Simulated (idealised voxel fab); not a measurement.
This is a process module. Its name is voxel transistor to metal.
Section cut is 300 nm wide and gridded with 5 nm square cells.
Reading order for cross-sections: top band down to bottom band. Underlying form: a grid of square cells. Band size: one or more rows of cells. Band: top height; bottom height; in nm. Then, left to right: material with width in nm, for each material. "full width": a single material spanning edge to edge. "empty": empty space. Basically, 0 is our baseline, since under it the wafer straight out of the box is all one material. The bottom band has no lower end and keeps on going down, so it looks like "0..down". When a width is written as two numbers, as in "30..40", the first number is the width in the top row of cells of the band and the second is the width in its bottom row, and the width changes by the same amount from each row to the next. You'll sometimes find "nothing different" written for a step, and that's the way of saying that nowhere in the cross-section did a cell change during that step. Closed-off voids of 8+ cells (no open route to the top) go in "Entrapped voids", written width x height at distance from the left edge, in nm. Where a step's line continues beyond its settings, the continuation is a remark by the simulator itself on that step. What "overlay nm" on a step's line means: if the step has a mask, that mask lay this far to the right of its planned place, or, when the value is negative, to the left.
## List of planned process steps
step 1: RECEIVE with material Si
step 2: CONFORMAL_DEP with material SiO2, thk nm 5
step 3: CONFORMAL_DEP with material SiN, thk nm 10
step 4: PATTERN with tone cover, mask id ACTIVE, material resist, width nm 100, pitch nm 125, thk nm 20, overlay nm 0
step 5: DIRECTIONAL_ETCH with etch materials SiN, depth nm 10
step 6: DIRECTIONAL_ETCH with etch materials SiO2, depth nm 5
step 7: DIRECTIONAL_ETCH with etch materials Si, depth nm 20
step 8: STRIP with etch materials resist
step 9: FILL_DEP with material SiO2, thk nm 5
step 10: CMP with height nm 15
step 11: SELECTIVE_ETCH with etch materials SiO2, depth nm 5
step 12: STRIP with etch materials SiN
step 13: SELECTIVE_ETCH with etch materials SiO2, depth nm 5
step 14: OXIDIZE with depth nm 5
step 15: DIRECTIONAL_DEP with material polySi, thk nm 25
step 16: DIRECTIONAL_DEP with material SiCN, thk nm 10
step 17: PATTERN with tone cover, mask id GATE, material resist, width nm 20, pitch nm 125, thk nm 20, overlay nm 0
step 18: DIRECTIONAL_ETCH with etch materials SiCN, depth nm 20
step 19: DIRECTIONAL_ETCH with etch materials polySi, depth nm 35
step 20: STRIP with etch materials resist
step 21: CONFORMAL_DEP with material SiN, thk nm 10
step 22: DIRECTIONAL_ETCH with etch materials SiN, depth nm 10
step 23: DIRECTIONAL_ETCH with etch materials SiO2, depth nm 5
step 24: EPI with material nSi, thk nm 5
step 25: FILL_DEP with material SiO2, thk nm 5
step 26: CMP with height nm 35
step 27: DIRECTIONAL_DEP with material SiO2, thk nm 10
step 28: PATTERN with tone open, mask id CONTACT, material resist, width nm 25, thk nm 20, overlay nm 0
step 29: DIRECTIONAL_ETCH with etch materials SiO2, depth nm 45
step 30: STRIP with etch materials resist
step 31: CONFORMAL_DEP with material TiN, thk nm 5
step 32: FILL_DEP with material W, thk nm 5
step 33: CMP with height nm 45
step 34: DIRECTIONAL_DEP with material TiN, thk nm 5
step 35: DIRECTIONAL_DEP with material Ru, thk nm 25
step 36: MASKED_ETCH with tone cover, mask id METAL_1, width nm 15, etch materials Ru, depth nm 25, overlay nm 0
step 37: MASKED_ETCH with tone cover, mask id METAL_1, width nm 15, etch materials TiN, depth nm 5, overlay nm 0
step 38: FILL_DEP with material SiO2, thk nm 5
step 39: CMP with height nm 75
step 40: CONFORMAL_DEP with material SiN, thk nm 5
## On the first of the two wafers: run conducted according to plan
## Delivered wafer in cross-section: state after step 1
0..down: Si full width
Entrapped voids: none
## Wafer after step 2 (cross-section)
5..0: SiO2 full width
below 0: unchanged
## Wafer after step 3 (cross-section)
15..5: SiN full width
below 5: unchanged
## Wafer after step 4 (cross-section)
35..15: 35 empty | 100 resist | 25 empty | 100 resist | 40 empty
below 15: unchanged
## Wafer after step 5 (cross-section)
35..15: 35 empty | 100 resist | 25 empty | 100 resist | 40 empty
15..5: 35 empty | 100 SiN | 25 empty | 100 SiN | 40 empty
below 5: unchanged
## Wafer after step 6 (cross-section)
35..15: 35 empty | 100 resist | 25 empty | 100 resist | 40 empty
15..5: 35 empty | 100 SiN | 25 empty | 100 SiN | 40 empty
5..0: 35 empty | 100 SiO2 | 25 empty | 100 SiO2 | 40 empty
below 0: unchanged
## Wafer after step 7 (cross-section)
35..15: 35 empty | 100 resist | 25 empty | 100 resist | 40 empty
15..5: 35 empty | 100 SiN | 25 empty | 100 SiN | 40 empty
5..0: 35 empty | 100 SiO2 | 25 empty | 100 SiO2 | 40 empty
0..-20: 35 empty | 100 Si | 25 empty | 100 Si | 40 empty
below -20: unchanged
## Wafer after step 8 (cross-section)
15..5: 35 empty | 100 SiN | 25 empty | 100 SiN | 40 empty
below 5: unchanged
## Wafer after step 9 (cross-section)
20..15: SiO2 full width
15..5: 35 SiO2 | 100 SiN | 25 SiO2 | 100 SiN | 40 SiO2
5..0: SiO2 full width
0..-20: 35 SiO2 | 100 Si | 25 SiO2 | 100 Si | 40 SiO2
below -20: unchanged
## Wafer after step 10 (cross-section)
15..5: 35 SiO2 | 100 SiN | 25 SiO2 | 100 SiN | 40 SiO2
below 5: unchanged
## Wafer after step 11 (cross-section)
15..10: 35 empty | 100 SiN | 25 empty | 100 SiN | 40 empty
below 10: unchanged
## Wafer after step 12 (cross-section)
10..5: 35 SiO2 | 100 empty | 25 SiO2 | 100 empty | 40 SiO2
below 5: unchanged
## Wafer after step 13 (cross-section)
5..0: 30 SiO2 | 110 empty | 15 SiO2 | 110 empty | 35 SiO2
below 0: unchanged
## Wafer after step 14 (cross-section)
5..0: 30 SiO2 | 110 empty | 15 SiO2 | 110 empty | 35 SiO2
0..-5: SiO2 full width
below -5: unchanged
## Wafer after step 15 (cross-section)
30..25: 30 polySi | 110 empty | 15 polySi | 110 empty | 35 polySi
25..5: polySi full width
5..0: 30 SiO2 | 110 polySi | 15 SiO2 | 110 polySi | 35 SiO2
below 0: unchanged
## Wafer after step 16 (cross-section)
40..35: 30 SiCN | 110 empty | 15 SiCN | 110 empty | 35 SiCN
35..30: SiCN full width
30..25: 30 polySi | 110 SiCN | 15 polySi | 110 SiCN | 35 polySi
below 25: unchanged
## Wafer after step 17 (cross-section)
60..40: 75 empty | 20 resist | 105 empty | 20 resist | 80 empty
40..35: 30 SiCN | 45 empty | 20 resist | 45 empty | 15 SiCN | 45 empty | 20 resist | 45 empty | 35 SiCN
below 35: unchanged
## Wafer after step 18 (cross-section)
60..35: 75 empty | 20 resist | 105 empty | 20 resist | 80 empty
35..30: 75 empty | 20 SiCN | 105 empty | 20 SiCN | 80 empty
30..25: 30 polySi | 45 empty | 20 SiCN | 45 empty | 15 polySi | 45 empty | 20 SiCN | 45 empty | 35 polySi
below 25: unchanged
## Wafer after step 19 (cross-section)
60..35: 75 empty | 20 resist | 105 empty | 20 resist | 80 empty
35..25: 75 empty | 20 SiCN | 105 empty | 20 SiCN | 80 empty
25..5: 75 empty | 20 polySi | 105 empty | 20 polySi | 80 empty
5..0: 30 SiO2 | 45 empty | 20 polySi | 45 empty | 15 SiO2 | 45 empty | 20 polySi | 45 empty | 35 SiO2
below 0: unchanged
## Wafer after step 20 (cross-section)
35..25: 75 empty | 20 SiCN | 105 empty | 20 SiCN | 80 empty
below 25: unchanged
## Wafer after step 21 (cross-section)
45..35: 65 empty | 40 SiN | 85 empty | 40 SiN | 70 empty
35..25: 65 empty | 10 SiN | 20 SiCN | 10 SiN | 85 empty | 10 SiN | 20 SiCN | 10 SiN | 70 empty
25..15: 65 empty | 10 SiN | 20 polySi | 10 SiN | 85 empty | 10 SiN | 20 polySi | 10 SiN | 70 empty
15..10: 40 SiN | 25 empty | 10 SiN | 20 polySi | 10 SiN | 25 empty | 35 SiN | 25 empty | 10 SiN | 20 polySi | 10 SiN | 25 empty | 45 SiN
10..5: 75 SiN | 20 polySi | 105 SiN | 20 polySi | 80 SiN
5..0: 30 SiO2 | 45 SiN | 20 polySi | 45 SiN | 15 SiO2 | 45 SiN | 20 polySi | 45 SiN | 35 SiO2
below 0: unchanged
## Wafer after step 22 (cross-section)
35..25: 65 empty | 10 SiN | 20 SiCN | 10 SiN | 85 empty | 10 SiN | 20 SiCN | 10 SiN | 70 empty
25..5: 65 empty | 10 SiN | 20 polySi | 10 SiN | 85 empty | 10 SiN | 20 polySi | 10 SiN | 70 empty
5..0: 30 SiO2 | 10 SiN | 25 empty | 10 SiN | 20 polySi | 10 SiN | 25 empty | 10 SiN | 15 SiO2 | 10 SiN | 25 empty | 10 SiN | 20 polySi | 10 SiN | 25 empty | 10 SiN | 35 SiO2
below 0: unchanged
## Wafer after step 23 (cross-section)
35..25: 65 empty | 10 SiN | 20 SiCN | 10 SiN | 85 empty | 10 SiN | 20 SiCN | 10 SiN | 70 empty
25..5: 65 empty | 10 SiN | 20 polySi | 10 SiN | 85 empty | 10 SiN | 20 polySi | 10 SiN | 70 empty
5..0: 30 empty | 10 SiN | 25 empty | 10 SiN | 20 polySi | 10 SiN | 25 empty | 10 SiN | 15 empty | 10 SiN | 25 empty | 10 SiN | 20 polySi | 10 SiN | 25 empty | 10 SiN | 35 empty
0..-5: 40 SiO2 | 25 empty | 40 SiO2 | 25 empty | 35 SiO2 | 25 empty | 40 SiO2 | 25 empty | 45 SiO2
below -5: unchanged
## Wafer after step 24 (cross-section)
35..25: 65 empty | 10 SiN | 20 SiCN | 10 SiN | 85 empty | 10 SiN | 20 SiCN | 10 SiN | 70 empty
25..5: 65 empty | 10 SiN | 20 polySi | 10 SiN | 85 empty | 10 SiN | 20 polySi | 10 SiN | 70 empty
5..0: 30 empty | 10 SiN | 25 empty | 10 SiN | 20 polySi | 10 SiN | 25 empty | 10 SiN | 15 empty | 10 SiN | 25 empty | 10 SiN | 20 polySi | 10 SiN | 25 empty | 10 SiN | 35 empty
0..-5: 40 SiO2 | 25 nSi | 40 SiO2 | 25 nSi | 35 SiO2 | 25 nSi | 40 SiO2 | 25 nSi | 45 SiO2
below -5: unchanged
## Wafer after step 25 (cross-section)
40..35: SiO2 full width
35..25: 65 SiO2 | 10 SiN | 20 SiCN | 10 SiN | 85 SiO2 | 10 SiN | 20 SiCN | 10 SiN | 70 SiO2
25..5: 65 SiO2 | 10 SiN | 20 polySi | 10 SiN | 85 SiO2 | 10 SiN | 20 polySi | 10 SiN | 70 SiO2
5..0: 30 SiO2 | 10 SiN | 25 SiO2 | 10 SiN | 20 polySi | 10 SiN | 25 SiO2 | 10 SiN | 15 SiO2 | 10 SiN | 25 SiO2 | 10 SiN | 20 polySi | 10 SiN | 25 SiO2 | 10 SiN | 35 SiO2
below 0: unchanged
## Wafer after step 26 (cross-section)
35..25: 65 SiO2 | 10 SiN | 20 SiCN | 10 SiN | 85 SiO2 | 10 SiN | 20 SiCN | 10 SiN | 70 SiO2
below 25: unchanged
## Wafer after step 27 (cross-section)
45..35: SiO2 full width
below 35: unchanged
## Wafer after step 28 (cross-section)
65..45: 45 resist | 25 empty | 30 resist | 25 empty | 45 resist | 25 empty | 30 resist | 25 empty | 50 resist
below 45: unchanged
## Wafer after step 29 (cross-section)
65..45: 45 resist | 25 empty | 30 resist | 25 empty | 45 resist | 25 empty | 30 resist | 25 empty | 50 resist
45..35: 45 SiO2 | 25 empty | 30 SiO2 | 25 empty | 45 SiO2 | 25 empty | 30 SiO2 | 25 empty | 50 SiO2
35..25: 45 SiO2 | 20 empty | 10 SiN | 20 SiCN | 10 SiN | 20 empty | 45 SiO2 | 20 empty | 10 SiN | 20 SiCN | 10 SiN | 20 empty | 50 SiO2
25..5: 45 SiO2 | 20 empty | 10 SiN | 20 polySi | 10 SiN | 20 empty | 45 SiO2 | 20 empty | 10 SiN | 20 polySi | 10 SiN | 20 empty | 50 SiO2
5..0: 30 SiO2 | 10 SiN | 5 SiO2 | 20 empty | 10 SiN | 20 polySi | 10 SiN | 20 empty | 5 SiO2 | 10 SiN | 15 SiO2 | 10 SiN | 5 SiO2 | 20 empty | 10 SiN | 20 polySi | 10 SiN | 20 empty | 5 SiO2 | 10 SiN | 35 SiO2
below 0: unchanged
## Wafer after step 30 (cross-section)
45..35: 45 SiO2 | 25 empty | 30 SiO2 | 25 empty | 45 SiO2 | 25 empty | 30 SiO2 | 25 empty | 50 SiO2
below 35: unchanged
## Wafer after step 31 (cross-section)
50..45: 50 TiN | 15 empty | 40 TiN | 15 empty | 55 TiN | 15 empty | 40 TiN | 15 empty | 55 TiN
45..35: 45 SiO2 | 5 TiN | 15..10 empty | 5..10 TiN | 30 SiO2 | 5..10 TiN | 15..10 empty | 5 TiN | 45 SiO2 | 5 TiN | 15..10 empty | 5..10 TiN | 30 SiO2 | 5..10 TiN | 15..10 empty | 5 TiN | 50 SiO2
35..25: 45 SiO2 | 5 TiN | 10 empty | 5 TiN | 10 SiN | 20 SiCN | 10 SiN | 5 TiN | 10 empty | 5 TiN | 45 SiO2 | 5 TiN | 10 empty | 5 TiN | 10 SiN | 20 SiCN | 10 SiN | 5 TiN | 10 empty | 5 TiN | 50 SiO2
25..5: 45 SiO2 | 5 TiN | 10 empty | 5 TiN | 10 SiN | 20 polySi | 10 SiN | 5 TiN | 10 empty | 5 TiN | 45 SiO2 | 5 TiN | 10 empty | 5 TiN | 10 SiN | 20 polySi | 10 SiN | 5 TiN | 10 empty | 5 TiN | 50 SiO2
5..0: 30 SiO2 | 10 SiN | 5 SiO2 | 20 TiN | 10 SiN | 20 polySi | 10 SiN | 20 TiN | 5 SiO2 | 10 SiN | 15 SiO2 | 10 SiN | 5 SiO2 | 20 TiN | 10 SiN | 20 polySi | 10 SiN | 20 TiN | 5 SiO2 | 10 SiN | 35 SiO2
below 0: unchanged
## Wafer after step 32 (cross-section)
55..50: W full width
50..45: 50 TiN | 15 W | 40 TiN | 15 W | 55 TiN | 15 W | 40 TiN | 15 W | 55 TiN
45..35: 45 SiO2 | 5 TiN | 15..10 W | 5..10 TiN | 30 SiO2 | 5..10 TiN | 15..10 W | 5 TiN | 45 SiO2 | 5 TiN | 15..10 W | 5..10 TiN | 30 SiO2 | 5..10 TiN | 15..10 W | 5 TiN | 50 SiO2
35..25: 45 SiO2 | 5 TiN | 10 W | 5 TiN | 10 SiN | 20 SiCN | 10 SiN | 5 TiN | 10 W | 5 TiN | 45 SiO2 | 5 TiN | 10 W | 5 TiN | 10 SiN | 20 SiCN | 10 SiN | 5 TiN | 10 W | 5 TiN | 50 SiO2
25..5: 45 SiO2 | 5 TiN | 10 W | 5 TiN | 10 SiN | 20 polySi | 10 SiN | 5 TiN | 10 W | 5 TiN | 45 SiO2 | 5 TiN | 10 W | 5 TiN | 10 SiN | 20 polySi | 10 SiN | 5 TiN | 10 W | 5 TiN | 50 SiO2
below 5: unchanged
## Wafer after step 33 (cross-section)
45..35: 45 SiO2 | 5 TiN | 15..10 W | 5..10 TiN | 30 SiO2 | 5..10 TiN | 15..10 W | 5 TiN | 45 SiO2 | 5 TiN | 15..10 W | 5..10 TiN | 30 SiO2 | 5..10 TiN | 15..10 W | 5 TiN | 50 SiO2
below 35: unchanged
## Wafer after step 34 (cross-section)
50..45: TiN full width
below 45: unchanged
## Wafer after step 35 (cross-section)
75..50: Ru full width
below 50: unchanged
## Wafer after step 36 (cross-section)
75..50: 45 empty | 15 Ru | 50 empty | 15 Ru | 45 empty | 15 Ru | 50 empty | 15 Ru | 50 empty
below 50: unchanged
## Wafer after step 37 (cross-section)
75..50: 45 empty | 15 Ru | 50 empty | 15 Ru | 45 empty | 15 Ru | 50 empty | 15 Ru | 50 empty
50..45: 45 empty | 15 TiN | 50 empty | 15 TiN | 45 empty | 15 TiN | 50 empty | 15 TiN | 50 empty
below 45: unchanged
## Wafer after step 38 (cross-section)
80..75: SiO2 full width
75..50: 45 SiO2 | 15 Ru | 50 SiO2 | 15 Ru | 45 SiO2 | 15 Ru | 50 SiO2 | 15 Ru | 50 SiO2
50..45: 45 SiO2 | 15 TiN | 50 SiO2 | 15 TiN | 45 SiO2 | 15 TiN | 50 SiO2 | 15 TiN | 50 SiO2
below 45: unchanged
## Wafer after step 39 (cross-section)
75..50: 45 SiO2 | 15 Ru | 50 SiO2 | 15 Ru | 45 SiO2 | 15 Ru | 50 SiO2 | 15 Ru | 50 SiO2
below 50: unchanged
## Wafer after step 40 (cross-section)
80..75: SiN full width
below 75: unchanged
## Second wafer, same starting state and plan as the first, one mistake in the run, identical through step 38
## Cross-section, second wafer, at the end time the plan gives for step 39
65..50: 45 SiO2 | 15 Ru | 50 SiO2 | 15 Ru | 45 SiO2 | 15 Ru | 50 SiO2 | 15 Ru | 50 SiO2
below 50: unchanged
## Cross-section, second wafer, at the end time the plan gives for step 40
70..65: SiN full width
below 65: unchanged
In executing the process, a mistake was made relative to the plan: not per plan at step 39, really ran CMP with height nm 65
Counted in cells at the end, the second wafer holds more or fewer of these materials than the first: -24 Ru | -96 SiO2
